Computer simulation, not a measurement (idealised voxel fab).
Presented below is a process module, voxel wiring stack.
It is cross-section cut that appears here, measuring 210 nm in width, its square cells being 5 nm in size.
Notation: cross-section as square-cell grid; stated in bands, top first, going down; one or more cell rows per band. Look at the band entry: it leads with the top's height and the bottom's height in nm. Then it lists the materials left to right, with a width in nm for each. The word "throughout" on a single material says that material fills the band edge to edge. The word "empty" is empty space. The reference from which all heights are counted is 0, the level beneath which the as-received wafer is entirely one material; the lowest band, having no lower bound, proceeds downward and is written after the example "0 nm and below". Width: "30 to 40" (first number = top row, second number = bottom row, same change from row to row of cells). Where a step carries "no change occurred", the cross-section came out of it unchanged, cell for cell. Under "Closed empty spaces" you'll find the enclosed gaps, the ones with no way out to the top, that are 8 cells or bigger; each reads width x height at distance, with distance counted from the left edge, everything in nm. On a step's line, text after the settings is the simulator commenting on that step. overlay nm: right-of-plan distance of the mask on a masked step; negative values mean left-of-plan.
**Below is the list of planned process steps**
1: RECEIVE with material Si
2: CONFORMAL_DEP with material SiO2, thk nm 10
3: DIRECTIONAL_DEP with material TiN, thk nm 5
4: DIRECTIONAL_DEP with material Ru, thk nm 25
5: DIRECTIONAL_DEP with material aC, thk nm 10
6: PATTERN with tone cover, mask id METAL_1, material resist, width nm 25, pitch nm 40, thk nm 25, overlay nm 0
7: DIRECTIONAL_ETCH with etch materials aC, depth nm 10
8: STRIP with etch materials resist
9: DIRECTIONAL_ETCH with etch materials Ru, depth nm 25
10: DIRECTIONAL_ETCH with etch materials TiN, depth nm 5
11: STRIP with etch materials aC
12: FILL_DEP with material SiO2, thk nm 5
13: CMP with height nm 40
14: CONFORMAL_DEP with material SiCN, thk nm 5
15: DIRECTIONAL_DEP with material SiO2, thk nm 15
16: MASKED_ETCH with tone open, mask id PLUG_1, width nm 15, pitch nm 40, etch materials SiO2, depth nm 15, overlay nm 0
17: MASKED_ETCH with tone open, mask id PLUG_1, width nm 15, pitch nm 40, etch materials SiCN, depth nm 5, overlay nm 0
18: CONFORMAL_DEP with material TiN, thk nm 5
19: FILL_DEP with material Ru, thk nm 10
20: CMP with height nm 60
21: CONFORMAL_DEP with material SiN, thk nm 5
22: DIRECTIONAL_DEP with material lowk, thk nm 15
23: DIRECTIONAL_DEP with material aC, thk nm 10
24: PATTERN with tone open, mask id METAL_2, material resist, width nm 15, pitch nm 40, thk nm 30, overlay nm 0
25: DIRECTIONAL_ETCH with etch materials aC, depth nm 10
26: STRIP with etch materials resist
27: DIRECTIONAL_ETCH with etch materials lowk, depth nm 15
28: DIRECTIONAL_ETCH with etch materials SiN, depth nm 5
29: STRIP with etch materials aC
30: CONFORMAL_DEP with material TiN, thk nm 5
31: FILL_DEP with material Cu, thk nm 5
32: CMP with height nm 80
33: CONFORMAL_DEP with material SiCN, thk nm 5
34: DIRECTIONAL_DEP with material SiO2, thk nm 30
35: MASKED_ETCH with tone open, mask id METAL_3_HOLES, width nm 15, pitch nm 80, etch materials SiO2, depth nm 30, overlay nm 0
36: DIRECTIONAL_DEP with material aC, thk nm 15
37: PATTERN with tone open, mask id METAL_3, material resist, width nm 25, pitch nm 40, thk nm 30, overlay nm 0
38: DIRECTIONAL_ETCH with etch materials aC, depth nm 15
39: STRIP with etch materials resist
40: DIRECTIONAL_ETCH with etch materials SiO2, depth nm 20
41: DIRECTIONAL_ETCH with etch materials SiCN, depth nm 5
42: STRIP with etch materials aC
43: CONFORMAL_DEP with material TiN, thk nm 5
44: FILL_DEP with material Cu, thk nm 10
45: CMP with height nm 115
46: CONFORMAL_DEP with material SiN, thk nm 5
Be aware that, although all wafers share a common starting state, the width nm at step 24 differs among them, and the plan displays the first wafer's value.
**Cross-section: the first of several wafers in its as-received state, i.e. following step 1**
> 0 nm and below = Si throughout
> Closed empty spaces: none
**each wafer at the end: cells of each material gained (+) or lost (-) since it was received, then its closed voids**
width nm 15; +54 Cu; +112 Ru; +66 SiCN; +72 SiN; +466 SiO2; +148 TiN; +90 lowk; Closed empty spaces: none
width nm 20; +66 Cu; +112 Ru; +66 SiCN; +68 SiN; +466 SiO2; +152 TiN; +78 lowk; Closed empty spaces: none
width nm 25; +78 Cu; +112 Ru; +66 SiCN; +64 SiN; +466 SiO2; +156 TiN; +66 lowk; Closed empty spaces: none
